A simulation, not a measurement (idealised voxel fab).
This is a process module. Its name is voxel fin reveal.
Square cells of 5 nm make up the cross-section cut, whose width is 265 nm.
Just so we're on the same page, the cross-sections are grids of square cells, and they're listed out in bands top to bottom, each band one or more rows deep.
Top, bottom (nm), then materials left to right with widths (nm); lone material tagged "all across" fills the whole band edge to edge; "empty" = empty space.
Height is counted from the level 0, under which the received wafer is composed throughout of one material. The lowest of the bands is not closed at the bottom but continues downward, in the notation "0 nm and below".
The two numbers in a width such as "30->40" mark its ends across the band: the first belongs to the top row of cells, the second to the bottom row, and from each row to the next the width moves by the same amount.
"no change" means the step left every cell of the cross-section as it was.
You'll see "Sealed voids" listing empty spaces that have no way open to the top, as long as they're 8 cells or more; the notation is width x height at distance, where the distance is from the left edge, and all of it is in nm.
Whatever follows a step's settings on its line is a remark the simulator itself makes about that step.
For masked steps, "overlay nm" on the step line gives how far right of plan the mask actually lay; a minus sign means it lay to the left.

-- The process steps that were planned are listed below
1,op RECEIVE | material Si
2,op CONFORMAL_DEP | material SiN | thk nm 5
3,op PATTERN | tone cover | mask id FINS | material resist | width nm 15 | pitch nm 45 | thk nm 15 | overlay nm 0
4,op DIRECTIONAL_ETCH | etch materials SiN | depth nm 5
5,op DIRECTIONAL_ETCH | etch materials Si | depth nm 30
6,op STRIP | etch materials resist
7,op OXIDIZE | depth nm 5
8,op FILL_DEP | material SiO2 | thk nm 15
9,op CMP | height nm 5
10,op SELECTIVE_ETCH | etch materials SiO2 | depth nm 15
11,op STRIP | etch materials SiN
12,op CONFORMAL_DEP | material SiO2 | thk nm 5

-- So this is the incoming wafer in cross-section - it's already been through step 1
- 0 nm and below | Si all across
- Sealed voids: none

-- Here's the wafer cut in cross-section after the module, started and planned just like above, except one thing was done wrong in the run
- 5 nm to 0 nm | empty 55 nm  SiO2 20 nm  empty 25 nm  SiO2 20 nm  empty 25 nm  SiO2 20 nm  empty 25 nm  SiO2 20 nm  empty 55 nm
- 0 nm to -5 nm | empty 55 nm  SiO2 5 nm  Si 10 nm  SiO2 5 nm  empty 25 nm  SiO2 5 nm  Si 10 nm  SiO2 5 nm  empty 25 nm  SiO2 5 nm  Si 10 nm  SiO2 5 nm  empty 25 nm  SiO2 5 nm  Si 10 nm  SiO2 5 nm  empty 55 nm
- -5 nm to -35 nm | SiO2 60 nm  Si 10 nm  SiO2 35 nm  Si 10 nm  SiO2 35 nm  Si 10 nm  SiO2 35 nm  Si 10 nm  SiO2 60 nm
- -35 nm and below | Si all across
- Sealed voids: none
Heads up, the wafer didn't run the way we planned it: contrary to plan, step 3 was performed as op PATTERN | tone cover | mask id FINS | material resist | width nm 20 | pitch nm 45 | thk nm 15 | overlay nm 0
